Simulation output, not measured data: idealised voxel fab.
The document below concerns the process module designated voxel gate over fins.
In the cross-section labelled cut, the width is 240 nm and each square cell is 5 nm.
For the purposes of this document, a cross-section shall be understood as a grid of square cells, specified as bands listed in top-to-bottom order, each band consisting of one or more rows of cells. This entry defines a band. It first specifies the height of the band's top and the height of its bottom in nm, and then specifies the band's materials from left to right, stating each material with its width in nm. The word "throughout" identifies a single material that fills the band from edge to edge, while the word "air" identifies empty space. It should be noted that heights are counted from 0, beneath which the wafer as supplied is of one material throughout, and that the lowest band possesses no lower boundary but continues downward, as written in "top 0, no bottom". Think of "30 to 40" as a width that walks from the first number to the second as you go down the band, top row to bottom row, taking equal-sized steps from row to row. What does "nothing got changed" mean for a step? It means no cell of the cross-section changed in that step. What "Sealed voids" gives you is every empty space of 8 cells or more that is cut off from the top. Each appears as width x height at distance, with the distance taken from the left edge and width, height and distance all in nm. Heads up: the bit after the settings on a step's line is the simulator's remark on that step. What "overlay nm" on a step's line means: if the step has a mask, that mask lay this far to the right of its planned place, or, when the value is negative, to the left.
### Intended process steps
1 RECEIVE (material Si)
2 CONFORMAL_DEP (material SiN; thk nm 5)
3 PATTERN (tone cover; mask id FINS; material resist; width nm 15; pitch nm 55; thk nm 20; overlay nm 0)
4 DIRECTIONAL_ETCH (etch materials SiN; depth nm 5)
5 DIRECTIONAL_ETCH (etch materials Si; depth nm 40)
6 STRIP (etch materials resist)
7 FILL_DEP (material SiO2; thk nm 5)
8 CMP (height nm 5)
9 MASKED_ETCH (tone open; mask id RAIL; width nm 15; etch materials SiO2; depth nm 40; overlay nm 0)
10 CONFORMAL_DEP (material TiN; thk nm 5)
11 FILL_DEP (material W; thk nm 10)
12 CMP (height nm 5)
13 SELECTIVE_ETCH (etch materials W Ru TiN; depth nm 25)
14 FILL_DEP (material SiO2; thk nm 5)
15 CMP (height nm 5)
16 SELECTIVE_ETCH (etch materials SiO2; depth nm 20)
17 STRIP (etch materials SiN)
18 CONFORMAL_DEP (material HfO2; thk nm 5)
19 CONFORMAL_DEP (material TiN; thk nm 5)
20 CONFORMAL_DEP (material TiAl; thk nm 5)
21 CONFORMAL_DEP (material TiN; thk nm 5)
22 FILL_DEP (material W; thk nm 15)
23 CMP (height nm 30)
24 CONFORMAL_DEP (material SiCN; thk nm 5)
### This is the cross-section of the wafer as we received it, i.e. after step 1
> top 0, no bottom: Si throughout
> Sealed voids: none
### As-planned run: cross-section of the first of two wafers at end of module
> top 35, bottom 30: SiCN throughout
> top 30, bottom 20: W throughout
> top 20, bottom 15: 35 of W / 165 of TiN / 40 of W
> top 15, bottom 10: 35 of W / 5 of TiN / 45 of TiAl / 10 of TiN / 45 of TiAl / 10 of TiN / 45 of TiAl / 5 of TiN / 40 of W
> top 10, bottom 5: 35 of W / 5 of TiN / 5 of TiAl / 35 of TiN / 5 of TiAl / 10 of TiN / 5 of TiAl / 35 of TiN / 5 of TiAl / 10 of TiN / 5 of TiAl / 35 of TiN / 5 of TiAl / 5 of TiN / 40 of W
> top 5, bottom 0: 40 of TiN / 5 of TiAl / 5 of TiN / 25 of HfO2 / 5 of TiN / 5 of TiAl / 10 of TiN / 5 of TiAl / 5 of TiN / 25 of HfO2 / 5 of TiN / 5 of TiAl / 10 of TiN / 5 of TiAl / 5 of TiN / 25 of HfO2 / 5 of TiN / 5 of TiAl / 45 of TiN
> top 0, bottom -5: 45 of TiAl / 5 of TiN / 5 of HfO2 / 15 of Si / 5 of HfO2 / 5 of TiN / 20 of TiAl / 5 of TiN / 5 of HfO2 / 15 of Si / 5 of HfO2 / 5 of TiN / 20 of TiAl / 5 of TiN / 5 of HfO2 / 15 of Si / 5 of HfO2 / 5 of TiN / 50 of TiAl
> top -5, bottom -10: 50 of TiN / 5 of HfO2 / 15 of Si / 5 of HfO2 / 30 of TiN / 5 of HfO2 / 15 of Si / 5 of HfO2 / 30 of TiN / 5 of HfO2 / 15 of Si / 5 of HfO2 / 55 of TiN
> top -10, bottom -15: 55 of HfO2 / 15 of Si / 40 of HfO2 / 15 of Si / 40 of HfO2 / 15 of Si / 60 of HfO2
> top -15, bottom -20: 55 of SiO2 / 15 of Si / 40 of SiO2 / 15 of Si / 40 of SiO2 / 15 of Si / 60 of SiO2
> top -20, bottom -30: 55 of SiO2 / 15 of Si / 10 of SiO2 / 5 of TiN / 5 of W / 5 of TiN / 15 of SiO2 / 15 of Si / 40 of SiO2 / 15 of Si / 60 of SiO2
> top -30, bottom -35: 55 of SiO2 / 15 of Si / 10 of SiO2 / 15 of TiN / 15 of SiO2 / 15 of Si / 40 of SiO2 / 15 of Si / 60 of SiO2
> top -35, bottom -40: 55 of SiO2 / 15 of Si / 40 of SiO2 / 15 of Si / 40 of SiO2 / 15 of Si / 60 of SiO2
> top -40, no bottom: Si throughout
> Sealed voids: none
### Module end: cross-section of wafer two of two. Same start and process plan as the first wafer. One mistake during execution
> top 35, bottom 30: SiCN throughout
> top 30, bottom 15: W throughout
> top 15, bottom 10: 40 of W / 45 of TiN / 10 of W / 45 of TiN / 10 of W / 45 of TiN / 45 of W
> top 10, bottom 5: 40 of W / 5 of TiN / 35 of TiAl / 5 of TiN / 10 of W / 5 of TiN / 35 of TiAl / 5 of TiN / 10 of W / 5 of TiN / 35 of TiAl / 5 of TiN / 45 of W
> top 5, bottom 0: 40 of W / 5 of TiN / 5 of TiAl / 25 of HfO2 / 5 of TiAl / 5 of TiN / 10 of W / 5 of TiN / 5 of TiAl / 25 of HfO2 / 5 of TiAl / 5 of TiN / 10 of W / 5 of TiN / 5 of TiAl / 25 of HfO2 / 5 of TiAl / 5 of TiN / 45 of W
> top 0, bottom -5: 45 of TiN / 5 of TiAl / 5 of HfO2 / 15 of Si / 5 of HfO2 / 5 of TiAl / 20 of TiN / 5 of TiAl / 5 of HfO2 / 15 of Si / 5 of HfO2 / 5 of TiAl / 20 of TiN / 5 of TiAl / 5 of HfO2 / 15 of Si / 5 of HfO2 / 5 of TiAl / 50 of TiN
> top -5, bottom -10: 50 of TiAl / 5 of HfO2 / 15 of Si / 5 of HfO2 / 30 of TiAl / 5 of HfO2 / 15 of Si / 5 of HfO2 / 30 of TiAl / 5 of HfO2 / 15 of Si / 5 of HfO2 / 55 of TiAl
> top -10, bottom -15: 55 of HfO2 / 15 of Si / 40 of HfO2 / 15 of Si / 40 of HfO2 / 15 of Si / 60 of HfO2
> top -15, bottom -20: 55 of SiO2 / 15 of Si / 40 of SiO2 / 15 of Si / 40 of SiO2 / 15 of Si / 60 of SiO2
> top -20, bottom -30: 55 of SiO2 / 15 of Si / 10 of SiO2 / 5 of TiN / 5 of W / 5 of TiN / 15 of SiO2 / 15 of Si / 40 of SiO2 / 15 of Si / 60 of SiO2
> top -30, bottom -35: 55 of SiO2 / 15 of Si / 10 of SiO2 / 15 of TiN / 15 of SiO2 / 15 of Si / 40 of SiO2 / 15 of Si / 60 of SiO2
> top -35, bottom -40: 55 of SiO2 / 15 of Si / 40 of SiO2 / 15 of Si / 40 of SiO2 / 15 of Si / 60 of SiO2
> top -40, no bottom: Si throughout
> Sealed voids: none
In executing the process, a mistake was made relative to the plan: plan step 19 was not performed, having been skipped
Wrapping up, a cell-based count of both wafers puts the second over or under the first for these materials: 66 fewer of TiN, 66 more of W
